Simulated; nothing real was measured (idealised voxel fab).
process module | voxel double patterning
cross-section cut | 165 nm wide | cells 5 nm
A cross-section is a grid of square cells, given in bands from the top down. A band is one or more rows of cells.
Each band's line starts with the height of the band's top and of its bottom, in nm. Then come its materials from left to right, each with its width in nm. One material with "throughout" fills the band from edge to edge. "air" is empty space.
Height 0 is the level under which the wafer as received is all one material. The lowest band goes on downwards, as in "0 down".
A width such as "30 to 40" changes by the same amount from each row of cells to the next, from the band's top row to its bottom row.
"no change" after a step means that no cell of the cross-section changed.
closed voids: empty space of 8 cells or more with no open way to the top, each as width x height at its distance from the left edge, in nm
after a step's settings: what the simulator itself notes on the step
overlay nm, on a step with a mask: how far to the right of its planned place the mask lay; to the left if negative
plan
1 op RECEIVE | material Si
2 op CONFORMAL_DEP | material SiO2 | thk nm 5
3 op DIRECTIONAL_DEP | material TiN | thk nm 10
4 op DIRECTIONAL_DEP | material SiCN | thk nm 5
5 op MASKED_ETCH | tone open | mask id FIRST | width nm 15 | pitch nm 50 | etch materials SiCN | depth nm 5 | overlay nm 0
6 op MASKED_ETCH | tone open | mask id SECOND | width nm 15 | pitch nm 50 | etch materials SiCN | depth nm 5 | overlay nm 0
7 op DIRECTIONAL_ETCH | etch materials TiN | depth nm 10
8 op STRIP | etch materials SiCN
first wafer, as planned
as received, after step 1
  0 down: Si throughout
  closed voids: none
after step 2
  5 to 0: SiO2 throughout
  below 0: unchanged
after step 3
  15 to 5: TiN throughout
  below 5: unchanged
after step 4
  20 to 15: SiCN throughout
  below 15: unchanged
after step 5
  20 to 15: SiCN 25 | air 15 | SiCN 35 | air 15 | SiCN 35 | air 15 | SiCN 25
  below 15: unchanged
after step 6
  20 to 15: SiCN 25 | air 15 | SiCN 10 | air 15 | SiCN 10 | air 15 | SiCN 10 | air 15 | SiCN 10 | air 15 | SiCN 25
  below 15: unchanged
after step 7
  20 to 15: SiCN 25 | air 15 | SiCN 10 | air 15 | SiCN 10 | air 15 | SiCN 10 | air 15 | SiCN 10 | air 15 | SiCN 25
  15 to 5: TiN 25 | air 15 | TiN 10 | air 15 | TiN 10 | air 15 | TiN 10 | air 15 | TiN 10 | air 15 | TiN 25
  below 5: unchanged
after step 8
  15 to 5: TiN 25 | air 15 | TiN 10 | air 15 | TiN 10 | air 15 | TiN 10 | air 15 | TiN 10 | air 15 | TiN 25
  below 5: unchanged
second wafer: like start, like plan, one mistake. Through step 5 it matches the first wafer
when step 6 should have ended
  20 to 15: air 50 | SiCN 15 | air 35 | SiCN 15 | air 50
  below 15: unchanged
when step 7 should have ended
  20 to 15: air 50 | SiCN 15 | air 35 | SiCN 15 | air 50
  15 to 5: air 50 | TiN 15 | air 35 | TiN 15 | air 50
  below 5: unchanged
when step 8 should have ended
  15 to 5: air 50 | TiN 15 | air 35 | TiN 15 | air 50
  below 5: unchanged
what went wrong: step 6 ran as: op MASKED_ETCH | tone cover | mask id SECOND | width nm 15 | pitch nm 50 | etch materials SiCN | depth nm 5 | overlay nm 0
at the end the second wafer has, in cells: 24 fewer of TiN
